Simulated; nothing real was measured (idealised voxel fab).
Herein follows the process module entitled voxel double patterning.
We display cut, a cross-section 285 nm in width whose square cells are each 5 nm.
Cross-sections here: square-cell grids, written as top-down lists of bands, a band being one or more rows of cells.
Read a band's entry like this: the first values are the height of its top and the height of its bottom in nm, and what follows is the sequence of materials from left to right, each with its width in nm. Note that "blank" is empty space, and that a single material marked "everywhere" reaches across the band from edge to edge.
Counting heights begins at 0, where everything beneath is, in the wafer as received, one material. The lowest band has no bottom; it goes on downwards, as "0 nm and below" shows.
The expression "30..40" gives the width at the extremes of the band, the first number at its top row of cells and the second at its bottom row, with the width changing by equal amounts from each row to the next in between.
"all unchanged" means the step left every cell of the cross-section as it was.
This entry, "Cavities, closed", enumerates those empty regions of no fewer than 8 cells that possess no open connection to the top. Each region is reported in the form width x height at distance, the distance being taken from the left edge, with all three quantities expressed in nm.
Step line, after settings: the simulator's comment on this step.
The "overlay nm" setting may appear on a step's line; for a step that uses a mask, it gives how far to the right of its planned position the mask lay, and a negative value indicates the left.

plan:
- 1: op RECEIVE | material Si
- 2: op CONFORMAL_DEP | material SiO2 | thk nm 5
- 3: op DIRECTIONAL_DEP | material polySi | thk nm 10
- 4: op DIRECTIONAL_DEP | material SiCN | thk nm 5
- 5: op MASKED_ETCH | tone open | mask id FIRST | width nm 15 | pitch nm 50 | etch materials SiCN | depth nm 5 | overlay nm 0
- 6: op MASKED_ETCH | tone open | mask id SECOND | width nm 15 | etch materials SiCN | depth nm 5 | overlay nm 0
- 7: op DIRECTIONAL_ETCH | etch materials polySi | depth nm 20
- 8: op STRIP | etch materials SiCN
Quick note for whoever runs this: the wafers start identical, but the thk nm at step 3 isn't the same across them. The plan just shows what the first wafer had.

This is how the first of several wafers looked in cross-section when it arrived, which is after step 1:
	0 nm and below | Si everywhere
	Cavities, closed: none

Tabulated below, wafer by wafer, are the end-of-module results: for each material, the number of cells gained (+) or lost (-) relative to the as-received state, followed by the closed voids:
thk nm 10, +57 SiO2, +96 polySi, Cavities, closed: none
thk nm 15, +57 SiO2, +144 polySi, Cavities, closed: none
thk nm 20, +57 SiO2, +192 polySi, Cavities, closed: none
thk nm 25, +57 SiO2, +249 polySi, Cavities, closed: none
thk nm 30, +57 SiO2, +306 polySi, Cavities, closed: none
thk nm 35, +57 SiO2, +363 polySi, Cavities, closed: none
